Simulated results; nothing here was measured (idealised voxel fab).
Presented below is a process module, voxel capacitor over wiring.
Section shown: cut. Width: 200 nm. Cell size: 5 nm, square.
How to read a cross-section here: the picture is a grid of square cells, written as bands going from the top down, and any band can span one or more rows of cells.
The entry gives the band's vertical extent as a top height and a bottom height in nm, then its horizontal make-up as materials from left to right, each with a width in nm. "empty" stands for empty space; a single material marked "all across" fills the band edge to edge.
Convention: height 0 is the level below which the wafer, as received, is all one material. The lowest band does not terminate at the bottom but continues downward, represented as "0 nm and below".
Graded width ("30->40"): value in top row of band = first number; value in bottom row = second number; row-to-row change constant.
You'll sometimes find "remains unaltered" written for a step, and that's the way of saying that nowhere in the cross-section did a cell change during that step.
Voids not open to the top, 8 cells minimum: see "Sealed cavities". Written width x height at distance; distance is from the left edge; nm.
That trailing text on a step's line, after the settings, is the simulator's own remark on the step.
If you see "overlay nm" on a step's line and that step has a mask, it's telling you how far right of where it was planned the mask ended up; a negative number means it went left instead.
Each pair of cross-sections that follows straddles one process step: the one shows the state before the step, the other the state after it, down to the lowest band that changed and no further. The step in question, and its settings, are given under the pair. Note that a pair is not necessarily a continuation of the pair above it, since pairs can come from different runs of this module on the same starting wafer; it is a continuation only where its entry headed "Before the step" says so.

Before the step
* 70 nm to 60 nm  lowk all across
* 60 nm to 55 nm  45 of lowk / 30 of SiN / 50 of lowk / 30 of SiN / 45 of lowk
* 55 nm to 35 nm  45 of lowk / 5 of SiN / 20 of W / 5 of SiN / 50 of lowk / 5 of SiN / 20 of W / 5 of SiN / 45 of lowk
* 35 nm to 30 nm  50 of SiN / 20 of TiN / 60 of SiN / 20 of TiN / 50 of SiN
* 30 nm to 0 nm  SiO2 all across
* 0 nm and below  Si all across
* Sealed cavities: none

Step Result
* 40 nm to 35 nm  45 of lowk / 5 of SiN / 20 of W / 5 of SiN / 50 of lowk / 5 of SiN / 20 of W / 5 of SiN / 45 of lowk
* Below 35, the layers are the same as they were.
* Sealed cavities: none
The process step separating the two cross-sections depicted above is as follows: CMP, height nm 40

Before the step: unchanged from the after cross-section in the pair immediately above; refer to that figure.

Step Result
* 45 nm to 40 nm  SiCN all across
* Below 40, the layers are the same as they were.
* Sealed cavities: none
The process step separating the two cross-sections depicted above is as follows: CONFORMAL_DEP, material SiCN, thk nm 5

Before the step: unchanged from the after cross-section in the pair immediately above; refer to that figure.

Step Result
* 65 nm to 45 nm  SiO2 all across
* Below 45, the layers are the same as they were.
* Sealed cavities: none
The process step separating the two cross-sections depicted above is as follows: DIRECTIONAL_DEP, material SiO2, thk nm 20

Before the step: unchanged from the after cross-section in the pair immediately above; refer to that figure.

Step Result
* 65 nm to 45 nm  55 of SiO2 / 15 of empty / 130 of SiO2
* Below 45, the layers are the same as they were.
* Sealed cavities: none
The process step separating the two cross-sections depicted above is as follows: MASKED_ETCH, tone open, mask id PLUG_1, width nm 15, etch materials SiO2, depth nm 20, overlay nm 0

Before the step: unchanged from the after cross-section in the pair immediately above; refer to that figure.

Step Result
* 65 nm to 45 nm  55 of SiO2 / 15 of empty / 130 of SiO2
* 45 nm to 40 nm  55 of SiCN / 15 of empty / 130 of SiCN
* Below 40, the layers are the same as they were.
* Sealed cavities: none
The process step separating the two cross-sections depicted above is as follows: MASKED_ETCH, tone open, mask id PLUG_1, width nm 15, etch materials SiCN, depth nm 5, overlay nm 0

Before the step: unchanged from the after cross-section in the pair immediately above; refer to that figure.

Step Result
* 70 nm to 65 nm  60 of TiN / 5 of empty / 135 of TiN
* 65 nm to 45 nm  55 of SiO2 / 5 of TiN / 5 of empty / 5 of TiN / 130 of SiO2
* 45 nm to 40 nm  55 of SiCN / 15 of TiN / 130 of SiCN
* Below 40, the layers are the same as they were.
* Sealed cavities: none
The process step separating the two cross-sections depicted above is as follows: CONFORMAL_DEP, material TiN, thk nm 5

Before the step: unchanged from the after cross-section in the pair immediately above; refer to that figure.

Step Result
* 80 nm to 70 nm  W all across
* 70 nm to 65 nm  60 of TiN / 5 of W / 135 of TiN
* 65 nm to 45 nm  55 of SiO2 / 5 of TiN / 5 of W / 5 of TiN / 130 of SiO2
* Below 45, the layers are the same as they were.
* Sealed cavities: none
The process step separating the two cross-sections depicted above is as follows: FILL_DEP, material W, thk nm 10

Before the step: unchanged from the after cross-section in the pair immediately above; refer to that figure.

Step Result
* 65 nm to 45 nm  55 of SiO2 / 5 of TiN / 5 of W / 5 of TiN / 130 of SiO2
* Below 45, the layers are the same as they were.
* Sealed cavities: none
The process step separating the two cross-sections depicted above is as follows: CMP, height nm 65

Before the step: unchanged from the after cross-section in the pair immediately above; refer to that figure.

Step Result
* 70 nm to 65 nm  TiN all across
* Below 65, the layers are the same as they were.
* Sealed cavities: none
The process step separating the two cross-sections depicted above is as follows: DIRECTIONAL_DEP, material TiN, thk nm 5

Before the step: unchanged from the after cross-section in the pair immediately above; refer to that figure.

Step Result
* 75 nm to 70 nm  Al2O3 all across
* Below 70, the layers are the same as they were.
* Sealed cavities: none
The process step separating the two cross-sections depicted above is as follows: DIRECTIONAL_DEP, material Al2O3, thk nm 5

Before the step: unchanged from the after cross-section in the pair immediately above; refer to that figure.

Step Result
* 85 nm to 75 nm  TiN all across
* Below 75, the layers are the same as they were.
* Sealed cavities: none
The process step separating the two cross-sections depicted above is as follows: DIRECTIONAL_DEP, material TiN, thk nm 10

Before the step: unchanged from the after cross-section in the pair immediately above; refer to that figure.

Step Result
* 85 nm to 75 nm  55 of empty / 65 of TiN / 80 of empty
* Below 75, the layers are the same as they were.
* Sealed cavities: none
The process step separating the two cross-sections depicted above is as follows: MASKED_ETCH, tone cover, mask id UPPER_PLATE, width nm 65, etch materials TiN, depth nm 10, overlay nm 0

Before the step: unchanged from the after cross-section in the pair immediately above; refer to that figure.

Step Result
* 85 nm to 75 nm  55 of empty / 65 of TiN / 80 of empty
* 75 nm to 70 nm  55 of empty / 65 of Al2O3 / 80 of empty
* Below 70, the layers are the same as they were.
* Sealed cavities: none
The process step separating the two cross-sections depicted above is as follows: MASKED_ETCH, tone cover, mask id UPPER_PLATE, width nm 65, etch materials Al2O3, depth nm 5, overlay nm 0

Before the step: unchanged from the after cross-section in the pair immediately above; refer to that figure.

Step Result
* 100 nm to 85 nm  55 of empty / 65 of aC / 80 of empty
* 85 nm to 75 nm  55 of aC / 65 of TiN / 80 of aC
* 75 nm to 70 nm  55 of aC / 65 of Al2O3 / 80 of aC
* Below 70, the layers are the same as they were.
* Sealed cavities: none
The process step separating the two cross-sections depicted above is as follows: DIRECTIONAL_DEP, material aC, thk nm 15

Before the step: unchanged from the after cross-section in the pair immediately above; refer to that figure.

Step Result
* 135 nm to 100 nm  50 of empty / 75 of resist / 75 of empty
* 100 nm to 85 nm  50 of empty / 5 of resist / 65 of aC / 5 of resist / 75 of empty
* Below 85, the layers are the same as they were.
* Sealed cavities: none
The process step separating the two cross-sections depicted above is as follows: PATTERN, tone cover, mask id LOWER_PLATE, material resist, width nm 75, thk nm 35, overlay nm 0

Before the step: unchanged from the after cross-section in the pair immediately above; refer to that figure.

Step Result
* 120 nm to 100 nm  50 of empty / 75 of resist / 75 of empty
* 100 nm to 85 nm  50 of empty / 5 of resist / 65 of aC / 5 of resist / 75 of empty
* 85 nm to 75 nm  50 of empty / 5 of aC / 65 of TiN / 5 of aC / 75 of empty
* 75 nm to 70 nm  50 of empty / 5 of aC / 65 of Al2O3 / 5 of aC / 75 of empty
* Below 70, the layers are the same as they were.
* Sealed cavities: none
The process step separating the two cross-sections depicted above is as follows: DIRECTIONAL_ETCH, etch materials aC, depth nm 15

Before the step: unchanged from the after cross-section in the pair immediately above; refer to that figure.

Step Result
* 100 nm to 85 nm  55 of empty / 65 of aC / 80 of empty
* Below 85, the layers are the same as they were.
* Sealed cavities: none
The process step separating the two cross-sections depicted above is as follows: STRIP, etch materials resist

Before the step: unchanged from the after cross-section in the pair immediately above; refer to that figure.

Step Result
* 100 nm to 85 nm  55 of empty / 65 of aC / 80 of empty
* 85 nm to 75 nm  50 of empty / 5 of aC / 65 of TiN / 5 of aC / 75 of empty
* 75 nm to 70 nm  50 of empty / 5 of aC / 65 of Al2O3 / 5 of aC / 75 of empty
* 70 nm to 65 nm  50 of empty / 75 of TiN / 75 of empty
* Below 65, the layers are the same as they were.
* Sealed cavities: none
The process step separating the two cross-sections depicted above is as follows: DIRECTIONAL_ETCH, etch materials TiN, depth nm 5

Before the step: unchanged from the after cross-section in the pair immediately above; refer to that figure.

Step Result
* 85 nm to 75 nm  55 of empty / 65 of TiN / 80 of empty
* 75 nm to 70 nm  55 of empty / 65 of Al2O3 / 80 of empty
* Below 70, the layers are the same as they were.
* Sealed cavities: none
The process step separating the two cross-sections depicted above is as follows: STRIP, etch materials aC

Before the step: unchanged from the after cross-section in the pair immediately above; refer to that figure.

Step Result
* 100 nm to 85 nm  SiO2 all across
* 85 nm to 75 nm  55 of SiO2 / 65 of TiN / 80 of SiO2
* 75 nm to 70 nm  55 of SiO2 / 65 of Al2O3 / 80 of SiO2
* 70 nm to 65 nm  50 of SiO2 / 75 of TiN / 75 of SiO2
* Below 65, the layers are the same as they were.
* Sealed cavities: none
The process step separating the two cross-sections depicted above is as follows: FILL_DEP, material SiO2, thk nm 15

Before the step: unchanged from the after cross-section in the pair immediately above; refer to that figure.

Step Result
* 95 nm to 85 nm  SiO2 all across
* Below 85, the layers are the same as they were.
* Sealed cavities: none
The process step separating the two cross-sections depicted above is as follows: CMP, height nm 95

Before the step: unchanged from the after cross-section in the pair immediately above; refer to that figure.

Step Result
* 95 nm to 85 nm  65 of SiO2 / 15 of empty / 120 of SiO2
* Below 85, the layers are the same as they were.
* Sealed cavities: none
The process step separating the two cross-sections depicted above is as follows: MASKED_ETCH, tone open, mask id PLUG_2, width nm 15, etch materials SiO2, depth nm 10, overlay nm 0

Before the step: unchanged from the after cross-section in the pair immediately above; refer to that figure.

Step Result
* 100 nm to 95 nm  70 of TiN / 5 of empty / 125 of TiN
* 95 nm to 90 nm  65 of SiO2 / 5 of TiN / 5 of empty / 5 of TiN / 120 of SiO2
* 90 nm to 85 nm  65 of SiO2 / 15 of TiN / 120 of SiO2
* Below 85, the layers are the same as they were.
* Sealed cavities: none
The process step separating the two cross-sections depicted above is as follows: CONFORMAL_DEP, material TiN, thk nm 5

Before the step: unchanged from the after cross-section in the pair immediately above; refer to that figure.

Step Result
* 105 nm to 100 nm  W all across
* 100 nm to 95 nm  70 of TiN / 5 of W / 125 of TiN
* 95 nm to 90 nm  65 of SiO2 / 5 of TiN / 5 of W / 5 of TiN / 120 of SiO2
* Below 90, the layers are the same as they were.
* Sealed cavities: none
The process step separating the two cross-sections depicted above is as follows: FILL_DEP, material W, thk nm 5

Before the step: unchanged from the after cross-section in the pair immediately above; refer to that figure.

Step Result
* 95 nm to 90 nm  65 of SiO2 / 5 of TiN / 5 of W / 5 of TiN / 120 of SiO2
* Below 90, the layers are the same as they were.
* Sealed cavities: none
The process step separating the two cross-sections depicted above is as follows: CMP, height nm 95

Before the step: unchanged from the after cross-section in the pair immediately above; refer to that figure.

Step Result
* 100 nm to 95 nm  SiN all across
* Below 95, the layers are the same as they were.
* Sealed cavities: none
The process step separating the two cross-sections depicted above is as follows: CONFORMAL_DEP, material SiN, thk nm 5

Before the step
* 40 nm to 20 nm  45 of lowk / 5 of SiN / 20 of W / 5 of SiN / 50 of lowk / 5 of SiN / 20 of W / 5 of SiN / 45 of lowk
* 20 nm to 15 nm  50 of SiN / 20 of TiN / 60 of SiN / 20 of TiN / 50 of SiN
* 15 nm to 0 nm  SiO2 all across
* 0 nm and below  Si all across
* Sealed cavities: none

Step Result
* 60 nm to 40 nm  SiO2 all across
* Below 40, the layers are the same as they were.
* Sealed cavities: none
The process step separating the two cross-sections depicted above is as follows: DIRECTIONAL_DEP, material SiO2, thk nm 20

Before the step: unchanged from the after cross-section in the pair immediately above; refer to that figure.

Step Result
* 65 nm to 60 nm  SiCN all across
* Below 60, the layers are the same as they were.
* Sealed cavities: none
The process step separating the two cross-sections depicted above is as follows: CONFORMAL_DEP, material SiCN, thk nm 5

Before the step: unchanged from the after cross-section in the pair immediately above; refer to that figure.

Step Result
* 65 nm to 60 nm  55 of SiCN / 15 of empty / 130 of SiCN
* Below 60, the layers are the same as they were.
* Sealed cavities: none
The process step separating the two cross-sections depicted above is as follows: MASKED_ETCH, tone open, mask id PLUG_1, width nm 15, etch materials SiCN, depth nm 5, overlay nm 0

Before the step: unchanged from the after cross-section in the pair immediately above; refer to that figure.

Step Result
* 70 nm to 65 nm  60 of TiN / 5 of empty / 135 of TiN
* 65 nm to 60 nm  55 of SiCN / 15 of TiN / 130 of SiCN
* Below 60, the layers are the same as they were.
* Sealed cavities: none
The process step separating the two cross-sections depicted above is as follows: CONFORMAL_DEP, material TiN, thk nm 5

Before the step: unchanged from the after cross-section in the pair immediately above; refer to that figure.

Step Result
* 80 nm to 70 nm  W all across
* 70 nm to 65 nm  60 of TiN / 5 of W / 135 of TiN
* Below 65, the layers are the same as they were.
* Sealed cavities: none
The process step separating the two cross-sections depicted above is as follows: FILL_DEP, material W, thk nm 10

Before the step: unchanged from the after cross-section in the pair immediately above; refer to that figure.

Step Result
* 65 nm to 60 nm  55 of SiCN / 15 of TiN / 130 of SiCN
* Below 60, the layers are the same as they were.
* Sealed cavities: none
The process step separating the two cross-sections depicted above is as follows: CMP, height nm 65

Before the step: unchanged from the after cross-section in the pair immediately above; refer to that figure.

Step Result
* 70 nm to 65 nm  TiN all across
* Below 65, the layers are the same as they were.
* Sealed cavities: none
The process step separating the two cross-sections depicted above is as follows: DIRECTIONAL_DEP, material TiN, thk nm 5

Before the step: unchanged from the after cross-section in the pair immediately above; refer to that figure.

Step Result
* 75 nm to 70 nm  Al2O3 all across
* Below 70, the layers are the same as they were.
* Sealed cavities: none
The process step separating the two cross-sections depicted above is as follows: DIRECTIONAL_DEP, material Al2O3, thk nm 5

Before the step: unchanged from the after cross-section in the pair immediately above; refer to that figure.

Step Result
* 85 nm to 75 nm  TiN all across
* Below 75, the layers are the same as they were.
* Sealed cavities: none
The process step separating the two cross-sections depicted above is as follows: DIRECTIONAL_DEP, material TiN, thk nm 10

Before the step: unchanged from the after cross-section in the pair immediately above; refer to that figure.

Step Result
* 85 nm to 75 nm  55 of empty / 65 of TiN / 80 of empty
* Below 75, the layers are the same as they were.
* Sealed cavities: none
The process step separating the two cross-sections depicted above is as follows: MASKED_ETCH, tone cover, mask id UPPER_PLATE, width nm 65, etch materials TiN, depth nm 10, overlay nm 0

Before the step: unchanged from the after cross-section in the pair immediately above; refer to that figure.

Step Result
* 85 nm to 75 nm  55 of empty / 65 of TiN / 80 of empty
* 75 nm to 70 nm  55 of empty / 65 of Al2O3 / 80 of empty
* Below 70, the layers are the same as they were.
* Sealed cavities: none
The process step separating the two cross-sections depicted above is as follows: MASKED_ETCH, tone cover, mask id UPPER_PLATE, width nm 65, etch materials Al2O3, depth nm 5, overlay nm 0

Before the step: unchanged from the after cross-section in the pair immediately above; refer to that figure.

Step Result
* 100 nm to 85 nm  55 of empty / 65 of aC / 80 of empty
* 85 nm to 75 nm  55 of aC / 65 of TiN / 80 of aC
* 75 nm to 70 nm  55 of aC / 65 of Al2O3 / 80 of aC
* Below 70, the layers are the same as they were.
* Sealed cavities: none
The process step separating the two cross-sections depicted above is as follows: DIRECTIONAL_DEP, material aC, thk nm 15

Before the step: unchanged from the after cross-section in the pair immediately above; refer to that figure.

Step Result
* 135 nm to 100 nm  50 of empty / 75 of resist / 75 of empty
* 100 nm to 85 nm  50 of empty / 5 of resist / 65 of aC / 5 of resist / 75 of empty
* Below 85, the layers are the same as they were.
* Sealed cavities: none
The process step separating the two cross-sections depicted above is as follows: PATTERN, tone cover, mask id LOWER_PLATE, material resist, width nm 75, thk nm 35, overlay nm 0

Before the step: unchanged from the after cross-section in the pair immediately above; refer to that figure.

Step Result
* 120 nm to 100 nm  50 of empty / 75 of resist / 75 of empty
* 100 nm to 85 nm  50 of empty / 5 of resist / 65 of aC / 5 of resist / 75 of empty
* 85 nm to 75 nm  50 of empty / 5 of aC / 65 of TiN / 5 of aC / 75 of empty
* 75 nm to 70 nm  50 of empty / 5 of aC / 65 of Al2O3 / 5 of aC / 75 of empty
* Below 70, the layers are the same as they were.
* Sealed cavities: none
The process step separating the two cross-sections depicted above is as follows: DIRECTIONAL_ETCH, etch materials aC, depth nm 15

Before the step: unchanged from the after cross-section in the pair immediately above; refer to that figure.

Step Result
* 100 nm to 85 nm  55 of empty / 65 of aC / 80 of empty
* Below 85, the layers are the same as they were.
* Sealed cavities: none
The process step separating the two cross-sections depicted above is as follows: STRIP, etch materials resist

Before the step: unchanged from the after cross-section in the pair immediately above; refer to that figure.

Step Result
* 100 nm to 85 nm  55 of empty / 65 of aC / 80 of empty
* 85 nm to 75 nm  50 of empty / 5 of aC / 65 of TiN / 5 of aC / 75 of empty
* 75 nm to 70 nm  50 of empty / 5 of aC / 65 of Al2O3 / 5 of aC / 75 of empty
* 70 nm to 65 nm  50 of empty / 75 of TiN / 75 of empty
* Below 65, the layers are the same as they were.
* Sealed cavities: none
The process step separating the two cross-sections depicted above is as follows: DIRECTIONAL_ETCH, etch materials TiN, depth nm 5

Before the step: unchanged from the after cross-section in the pair immediately above; refer to that figure.

Step Result
* 85 nm to 75 nm  55 of empty / 65 of TiN / 80 of empty
* 75 nm to 70 nm  55 of empty / 65 of Al2O3 / 80 of empty
* Below 70, the layers are the same as they were.
* Sealed cavities: none
The process step separating the two cross-sections depicted above is as follows: STRIP, etch materials aC

Before the step: unchanged from the after cross-section in the pair immediately above; refer to that figure.

Step Result
* 100 nm to 85 nm  SiO2 all across
* 85 nm to 75 nm  55 of SiO2 / 65 of TiN / 80 of SiO2
* 75 nm to 70 nm  55 of SiO2 / 65 of Al2O3 / 80 of SiO2
* 70 nm to 65 nm  50 of SiO2 / 75 of TiN / 75 of SiO2
* Below 65, the layers are the same as they were.
* Sealed cavities: none
The process step separating the two cross-sections depicted above is as follows: FILL_DEP, material SiO2, thk nm 15

Before the step: unchanged from the after cross-section in the pair immediately above; refer to that figure.

Step Result
* 95 nm to 85 nm  SiO2 all across
* Below 85, the layers are the same as they were.
* Sealed cavities: none
The process step separating the two cross-sections depicted above is as follows: CMP, height nm 95

Before the step: unchanged from the after cross-section in the pair immediately above; refer to that figure.

Step Result
* 95 nm to 85 nm  65 of SiO2 / 15 of empty / 120 of SiO2
* Below 85, the layers are the same as they were.
* Sealed cavities: none
The process step separating the two cross-sections depicted above is as follows: MASKED_ETCH, tone open, mask id PLUG_2, width nm 15, etch materials SiO2, depth nm 10, overlay nm 0

Before the step: unchanged from the after cross-section in the pair immediately above; refer to that figure.

Step Result
* 100 nm to 95 nm  70 of TiN / 5 of empty / 125 of TiN
* 95 nm to 90 nm  65 of SiO2 / 5 of TiN / 5 of empty / 5 of TiN / 120 of SiO2
* 90 nm to 85 nm  65 of SiO2 / 15 of TiN / 120 of SiO2
* Below 85, the layers are the same as they were.
* Sealed cavities: none
The process step separating the two cross-sections depicted above is as follows: CONFORMAL_DEP, material TiN, thk nm 5

Before the step: unchanged from the after cross-section in the pair immediately above; refer to that figure.

Step Result
* 105 nm to 100 nm  W all across
* 100 nm to 95 nm  70 of TiN / 5 of W / 125 of TiN
* 95 nm to 90 nm  65 of SiO2 / 5 of TiN / 5 of W / 5 of TiN / 120 of SiO2
* Below 90, the layers are the same as they were.
* Sealed cavities: none
The process step separating the two cross-sections depicted above is as follows: FILL_DEP, material W, thk nm 5

Before the step: unchanged from the after cross-section in the pair immediately above; refer to that figure.

Step Result
* 95 nm to 90 nm  65 of SiO2 / 5 of TiN / 5 of W / 5 of TiN / 120 of SiO2
* Below 90, the layers are the same as they were.
* Sealed cavities: none
The process step separating the two cross-sections depicted above is as follows: CMP, height nm 95

Before the step: unchanged from the after cross-section in the pair immediately above; refer to that figure.

Step Result
* 100 nm to 95 nm  SiN all across
* Below 95, the layers are the same as they were.
* Sealed cavities: none
The process step separating the two cross-sections depicted above is as follows: CONFORMAL_DEP, material SiN, thk nm 5

Before the step
* 75 nm to 70 nm  Al2O3 all across
* 70 nm to 65 nm  TiN all across
* 65 nm to 45 nm  55 of SiO2 / 5 of TiN / 5 of W / 5 of TiN / 130 of SiO2
* 45 nm to 40 nm  55 of SiCN / 15 of TiN / 130 of SiCN
* 40 nm to 20 nm  45 of lowk / 5 of SiN / 20 of W / 5 of SiN / 50 of lowk / 5 of SiN / 20 of W / 5 of SiN / 45 of lowk
* 20 nm to 15 nm  50 of SiN / 20 of TiN / 60 of SiN / 20 of TiN / 50 of SiN
* 15 nm to 0 nm  SiO2 all across
* 0 nm and below  Si all across
* Sealed cavities: none

Step Result
* 90 nm to 75 nm  TiN all across
* Below 75, the layers are the same as they were.
* Sealed cavities: none
The process step separating the two cross-sections depicted above is as follows: DIRECTIONAL_DEP, material TiN, thk nm 15

Before the step: unchanged from the after cross-section in the pair immediately above; refer to that figure.

Step Result
* 90 nm to 80 nm  55 of empty / 65 of TiN / 80 of empty
* Below 80, the layers are the same as they were.
* Sealed cavities: none
The process step separating the two cross-sections depicted above is as follows: MASKED_ETCH, tone cover, mask id UPPER_PLATE, width nm 65, etch materials TiN, depth nm 10, overlay nm 0

Before the step: unchanged from the after cross-section in the pair immediately above; refer to that figure.

Step Result
* 105 nm to 95 nm  55 of empty / 65 of aC / 80 of empty
* 95 nm to 90 nm  aC all across
* 90 nm to 80 nm  55 of aC / 65 of TiN / 80 of aC
* Below 80, the layers are the same as they were.
* Sealed cavities: none
The process step separating the two cross-sections depicted above is as follows: DIRECTIONAL_DEP, material aC, thk nm 15

Before the step: unchanged from the after cross-section in the pair immediately above; refer to that figure.

Step Result
* 140 nm to 105 nm  50 of empty / 75 of resist / 75 of empty
* 105 nm to 95 nm  50 of empty / 5 of resist / 65 of aC / 5 of resist / 75 of empty
* Below 95, the layers are the same as they were.
* Sealed cavities: none
The process step separating the two cross-sections depicted above is as follows: PATTERN, tone cover, mask id LOWER_PLATE, material resist, width nm 75, thk nm 35, overlay nm 0

Before the step: unchanged from the after cross-section in the pair immediately above; refer to that figure.

Step Result
* 125 nm to 105 nm  50 of empty / 75 of resist / 75 of empty
* 105 nm to 95 nm  50 of empty / 5 of resist / 65 of aC / 5 of resist / 75 of empty
* 95 nm to 90 nm  50 of empty / 75 of aC / 75 of empty
* 90 nm to 80 nm  50 of empty / 5 of aC / 65 of TiN / 5 of aC / 75 of empty
* Below 80, the layers are the same as they were.
* Sealed cavities: none
The process step separating the two cross-sections depicted above is as follows: DIRECTIONAL_ETCH, etch materials aC, depth nm 15

Before the step: unchanged from the after cross-section in the pair immediately above; refer to that figure.

Step Result
* 105 nm to 95 nm  55 of empty / 65 of aC / 80 of empty
* Below 95, the layers are the same as they were.
* Sealed cavities: none
The process step separating the two cross-sections depicted above is as follows: STRIP, etch materials resist

Before the step: unchanged from the after cross-section in the pair immediately above; refer to that figure.

Step Result
* 105 nm to 95 nm  55 of empty / 65 of aC / 80 of empty
* 95 nm to 90 nm  50 of empty / 75 of aC / 75 of empty
* 90 nm to 80 nm  50 of empty / 5 of aC / 65 of TiN / 5 of aC / 75 of empty
* 80 nm to 75 nm  50 of empty / 75 of TiN / 75 of empty
* Below 75, the layers are the same as they were.
* Sealed cavities: none
The process step separating the two cross-sections depicted above is as follows: DIRECTIONAL_ETCH, etch materials TiN, depth nm 5

Before the step: unchanged from the after cross-section in the pair immediately above; refer to that figure.

Step Result
* 90 nm to 80 nm  55 of empty / 65 of TiN / 80 of empty
* Below 80, the layers are the same as they were.
* Sealed cavities: none
The process step separating the two cross-sections depicted above is as follows: STRIP, etch materials aC

Before the step: unchanged from the after cross-section in the pair immediately above; refer to that figure.

Step Result
* 105 nm to 90 nm  SiO2 all across
* 90 nm to 80 nm  55 of SiO2 / 65 of TiN / 80 of SiO2
* 80 nm to 75 nm  50 of SiO2 / 75 of TiN / 75 of SiO2
* Below 75, the layers are the same as they were.
* Sealed cavities: none
The process step separating the two cross-sections depicted above is as follows: FILL_DEP, material SiO2, thk nm 15

Before the step: unchanged from the after cross-section in the pair immediately above; refer to that figure.

Step Result
* 95 nm to 90 nm  SiO2 all across
* Below 90, the layers are the same as they were.
* Sealed cavities: none
The process step separating the two cross-sections depicted above is as follows: CMP, height nm 95

Before the step: unchanged from the after cross-section in the pair immediately above; refer to that figure.

Step Result
* 95 nm to 90 nm  65 of SiO2 / 15 of empty / 120 of SiO2
* Below 90, the layers are the same as they were.
* Sealed cavities: none
The process step separating the two cross-sections depicted above is as follows: MASKED_ETCH, tone open, mask id PLUG_2, width nm 15, etch materials SiO2, depth nm 10, overlay nm 0

Before the step: unchanged from the after cross-section in the pair immediately above; refer to that figure.

Step Result
* 100 nm to 95 nm  70 of TiN / 5 of empty / 125 of TiN
* 95 nm to 90 nm  65 of SiO2 / 15 of TiN / 120 of SiO2
* Below 90, the layers are the same as they were.
* Sealed cavities: none
The process step separating the two cross-sections depicted above is as follows: CONFORMAL_DEP, material TiN, thk nm 5

Before the step: unchanged from the after cross-section in the pair immediately above; refer to that figure.

Step Result
* 105 nm to 100 nm  W all across
* 100 nm to 95 nm  70 of TiN / 5 of W / 125 of TiN
* Below 95, the layers are the same as they were.
* Sealed cavities: none
The process step separating the two cross-sections depicted above is as follows: FILL_DEP, material W, thk nm 5

Before the step: unchanged from the after cross-section in the pair immediately above; refer to that figure.

Step Result
* 95 nm to 90 nm  65 of SiO2 / 15 of TiN / 120 of SiO2
* Below 90, the layers are the same as they were.
* Sealed cavities: none
The process step separating the two cross-sections depicted above is as follows: CMP, height nm 95

Before the step: unchanged from the after cross-section in the pair immediately above; refer to that figure.

Step Result
* 100 nm to 95 nm  SiN all across
* Below 95, the layers are the same as they were.
* Sealed cavities: none
The process step separating the two cross-sections depicted above is as follows: CONFORMAL_DEP, material SiN, thk nm 5

Before the step
* 95 nm to 85 nm  SiO2 all across
* 85 nm to 75 nm  55 of SiO2 / 65 of TiN / 80 of SiO2
* 75 nm to 70 nm  55 of SiO2 / 65 of Al2O3 / 80 of SiO2
* 70 nm to 65 nm  50 of SiO2 / 75 of TiN / 75 of SiO2
* 65 nm to 45 nm  55 of SiO2 / 5 of TiN / 5 of W / 5 of TiN / 130 of SiO2
* 45 nm to 40 nm  55 of SiCN / 15 of TiN / 130 of SiCN
* 40 nm to 20 nm  45 of lowk / 5 of SiN / 20 of W / 5 of SiN / 50 of lowk / 5 of SiN / 20 of W / 5 of SiN / 45 of lowk
* 20 nm to 15 nm  50 of SiN / 20 of TiN / 60 of SiN / 20 of TiN / 50 of SiN
* 15 nm to 0 nm  SiO2 all across
* 0 nm and below  Si all across
* Sealed cavities: none

Step Result
* 95 nm to 85 nm  65 of SiO2 / 20 of empty / 115 of SiO2
* Below 85, the layers are the same as they were.
* Sealed cavities: none
The process step separating the two cross-sections depicted above is as follows: MASKED_ETCH, tone open, mask id PLUG_2, width nm 20, etch materials SiO2, depth nm 10, overlay nm 0

Before the step: unchanged from the after cross-section in the pair immediately above; refer to that figure.

Step Result
* 100 nm to 95 nm  70 of TiN / 10 of empty / 120 of TiN
* 95 nm to 90 nm  65 of SiO2 / 5 of TiN / 10 of empty / 5 of TiN / 115 of SiO2
* 90 nm to 85 nm  65 of SiO2 / 20 of TiN / 115 of SiO2
* Below 85, the layers are the same as they were.
* Sealed cavities: none
The process step separating the two cross-sections depicted above is as follows: CONFORMAL_DEP, material TiN, thk nm 5

Before the step: unchanged from the after cross-section in the pair immediately above; refer to that figure.

Step Result
* 105 nm to 100 nm  W all across
* 100 nm to 95 nm  70 of TiN / 10 of W / 120 of TiN
* 95 nm to 90 nm  65 of SiO2 / 5 of TiN / 10 of W / 5 of TiN / 115 of SiO2
* Below 90, the layers are the same as they were.
* Sealed cavities: none
The process step separating the two cross-sections depicted above is as follows: FILL_DEP, material W, thk nm 5

Before the step: unchanged from the after cross-section in the pair immediately above; refer to that figure.

Step Result
* 95 nm to 90 nm  65 of SiO2 / 5 of TiN / 10 of W / 5 of TiN / 115 of SiO2
* Below 90, the layers are the same as they were.
* Sealed cavities: none
The process step separating the two cross-sections depicted above is as follows: CMP, height nm 95

Before the step: unchanged from the after cross-section in the pair immediately above; refer to that figure.

Step Result
* 100 nm to 95 nm  SiN all across
* Below 95, the layers are the same as they were.
* Sealed cavities: none
The process step separating the two cross-sections depicted above is as follows: CONFORMAL_DEP, material SiN, thk nm 5

Before the step
* 95 nm to 85 nm  SiO2 all across
* 85 nm to 75 nm  55 of SiO2 / 65 of TiN / 80 of SiO2
* 75 nm to 70 nm  55 of SiO2 / 65 of Al2O3 / 80 of SiO2
* 70 nm to 65 nm  50 of SiO2 / 75 of TiN / 75 of SiO2
* 65 nm to 45 nm  55 of SiO2 / 5 of TiN / 5 of W / 5 of TiN / 130 of SiO2
* 45 nm to 40 nm  55 of SiCN / 15 of TiN / 130 of SiCN
* 40 nm to 20 nm  45 of lowk / 5 of SiN / 20 of W / 5 of SiN / 50 of lowk / 5 of SiN / 20 of W / 5 of SiN / 45 of lowk
* 20 nm to 15 nm  50 of SiN / 20 of TiN / 60 of SiN / 20 of TiN / 50 of SiN
* 15 nm to 0 nm  SiO2 all across
* 0 nm and below  Si all across
* Sealed cavities: none

Step Result
* 95 nm to 85 nm  60 of SiO2 / 15 of empty / 125 of SiO2
* Below 85, the layers are the same as they were.
* Sealed cavities: none
The process step separating the two cross-sections depicted above is as follows: MASKED_ETCH, tone open, mask id PLUG_2, width nm 15, etch materials SiO2, depth nm 10, overlay nm -5

Before the step: unchanged from the after cross-section in the pair immediately above; refer to that figure.

Step Result
* 100 nm to 95 nm  65 of TiN / 5 of empty / 130 of TiN
* 95 nm to 90 nm  60 of SiO2 / 5 of TiN / 5 of empty / 5 of TiN / 125 of SiO2
* 90 nm to 85 nm  60 of SiO2 / 15 of TiN / 125 of SiO2
* Below 85, the layers are the same as they were.
* Sealed cavities: none
The process step separating the two cross-sections depicted above is as follows: CONFORMAL_DEP, material TiN, thk nm 5
